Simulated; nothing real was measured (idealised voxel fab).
Module name: voxel wiring stack (process module)
Square cell edge 5 nm, section width 195 nm, ID cut.
For the purposes of this document, a cross-section shall be understood as a grid of square cells, specified as bands listed in top-to-bottom order, each band consisting of one or more rows of cells.
In this notation a band is specified by the heights of its top and bottom, in that order and in nm, after which its materials appear from left to right, each paired with its width in nm. The word "throughout" attached to a single material means that material fills the band from edge to edge; the word "empty" stands for empty space.
Below 0: as-received wafer, all one material; heights counted from there. Lowest band: no bottom, goes on down, written "top 0, no bottom".
A two-number width, for instance "30..40", indicates that the width is equal to the first number in the top row of the band and to the second number in the bottom row, and that it changes by a constant amount per row of cells.
Step note "nothing got changed" = no cross-section cell changed.
Voids not open to the top, 8 cells minimum: see "Fully sealed cavities". Written width x height at distance; distance is from the left edge; nm.
after a step's settings: what the simulator itself notes on the step
The optional step-line setting "overlay nm" applies to steps with a mask and quantifies how far to the right of its planned location the mask lay, a negative value indicating leftward placement.

-- Steps planned for the process
- 1: RECEIVE, material Si
- 2: CONFORMAL_DEP, material SiO2, thk nm 15
- 3: CONFORMAL_DEP, material SiCN, thk nm 5
- 4: DIRECTIONAL_DEP, material SiO2, thk nm 20
- 5: MASKED_ETCH, tone open, mask id METAL_1, width nm 30, pitch nm 45, etch materials SiO2, depth nm 20, overlay nm 0
- 6: MASKED_ETCH, tone open, mask id METAL_1, width nm 30, pitch nm 45, etch materials SiCN, depth nm 5, overlay nm 0
- 7: CONFORMAL_DEP, material TiN, thk nm 5
- 8: FILL_DEP, material W, thk nm 10
- 9: CMP, height nm 40
- 10: CONFORMAL_DEP, material SiCN, thk nm 5
- 11: DIRECTIONAL_DEP, material SiO2, thk nm 15
- 12: MASKED_ETCH, tone open, mask id PLUG_1, width nm 15, pitch nm 45, etch materials SiO2, depth nm 15, overlay nm 0
- 13: MASKED_ETCH, tone open, mask id PLUG_1, width nm 15, pitch nm 45, etch materials SiCN, depth nm 5, overlay nm 0
- 14: CONFORMAL_DEP, material TiN, thk nm 5
- 15: FILL_DEP, material Cu, thk nm 10
- 16: CMP, height nm 60
- 17: CONFORMAL_DEP, material SiCN, thk nm 5
- 18: DIRECTIONAL_DEP, material lowk, thk nm 25
- 19: DIRECTIONAL_DEP, material aC, thk nm 10
- 20: PATTERN, tone open, mask id METAL_2, material resist, width nm 30, pitch nm 45, thk nm 30, overlay nm 0
- 21: DIRECTIONAL_ETCH, etch materials aC, depth nm 10
- 22: STRIP, etch materials resist
- 23: DIRECTIONAL_ETCH, etch materials lowk, depth nm 25
- 24: DIRECTIONAL_ETCH, etch materials SiCN, depth nm 5
- 25: STRIP, etch materials aC
- 26: CONFORMAL_DEP, material TiN, thk nm 5
- 27: FILL_DEP, material Ru, thk nm 10
- 28: CMP, height nm 90
- 29: CONFORMAL_DEP, material SiCN, thk nm 5

-- As-received wafer cross-section (after step 1)
  top 0, no bottom  Si throughout
  Fully sealed cavities: none

-- a wafer at the end: this start, this plan, one mistake
  top 95, bottom 90  SiCN throughout
  top 90, bottom 65  60 of lowk  5 of TiN  20 of Ru  5 of TiN  15 of lowk  5 of TiN  20 of Ru  5 of TiN  60 of lowk
  top 65, bottom 60  60 of SiCN  30 of TiN  15 of SiCN  30 of TiN  60 of SiCN
  top 60, bottom 45  60 of SiO2  5 of TiN  5 of Cu  5 of TiN  30 of SiO2  5 of TiN  5 of Cu  5 of TiN  75 of SiO2
  top 45, bottom 40  60 of SiCN  15 of TiN  30 of SiCN  15 of TiN  75 of SiCN
  top 40, bottom 25  60 of SiO2  5 of TiN  20 of W  5 of TiN  15 of SiO2  5 of TiN  20 of W  5 of TiN  60 of SiO2
  top 25, bottom 20  60 of SiO2  10 of TiN  10 of W  10 of TiN  15 of SiO2  10 of TiN  10 of W  10 of TiN  60 of SiO2
  top 20, bottom 15  65 of SiCN  20 of TiN  25 of SiCN  20 of TiN  65 of SiCN
  top 15, bottom 0  SiO2 throughout
  top 0, no bottom  Si throughout
  Fully sealed cavities: none
The plan and the run diverged here: step 6 deviated from plan and actually ran as MASKED_ETCH, tone open, mask id METAL_1, width nm 20, pitch nm 45, etch materials SiCN, depth nm 5, overlay nm 0
